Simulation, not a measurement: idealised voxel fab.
Module name: voxel double patterning (process module)
Section shown: cut. Width: 210 nm. Cell size: 5 nm, square.
Cross-section = grid of square cells, listed top down in bands; band = one or more rows.
Band: top and bottom heights (nm) first, top before bottom; then materials from left to right, widths in nm. "everywhere" marks a sole material filling the band edge to edge. "blank" denotes empty space.
Heights are measured from 0, the level below which the as-received wafer is all one material; the lowest band has no bottom and continues downward, written as in "0 and below".
Width spec "30 to 40" -> top row of cells at first value, bottom row at second value, equal per-row change in between.
Given "no change" for a step, no cell of the cross-section differs between before and after that step.
What "Enclosed internal cavities" gives you is every empty space of 8 cells or more that is cut off from the top. Each appears as width x height at distance, with the distance taken from the left edge and width, height and distance all in nm.
On a step's line, text after the settings is the simulator commenting on that step.
A step's line can hold "overlay nm"; with a mask on that step, the setting says how far right of the planned place the mask lay, while a negative setting says it lay to the left.

### This section lists the process steps that were planned
| 1 | RECEIVE,material Si |
| 2 | CONFORMAL_DEP,material SiO2,thk nm 5 |
| 3 | DIRECTIONAL_DEP,material polySi,thk nm 15 |
| 4 | DIRECTIONAL_DEP,material SiN,thk nm 10 |
| 5 | PATTERN,tone open,mask id FIRST,material resist,width nm 15,pitch nm 50,thk nm 15,overlay nm 0 |
| 6 | DIRECTIONAL_ETCH,etch materials SiN,depth nm 10 |
| 7 | STRIP,etch materials resist |
| 8 | MASKED_ETCH,tone open,mask id SECOND,width nm 15,etch materials SiN,depth nm 10,overlay nm 0 |
| 9 | DIRECTIONAL_ETCH,etch materials polySi,depth nm 15 |
| 10 | STRIP,etch materials SiN |

### Wafer at receipt (post step 1), cross-section
    0 and below: Si everywhere
    Enclosed internal cavities: none

### Figure: cross-sectional view of the wafer upon completion of the module, processed from the initial state and according to the plan depicted above, with one error introduced during execution
    35 down to 20: 70 nm polySi / 15 nm blank / 10 nm polySi / 15 nm blank / 10 nm polySi / 15 nm blank / 75 nm polySi
    20 down to 5: polySi everywhere
    5 down to 0: SiO2 everywhere
    0 and below: Si everywhere
    Enclosed internal cavities: none
What went wrong in running the wafer? twice over, step 3 of the plan was run
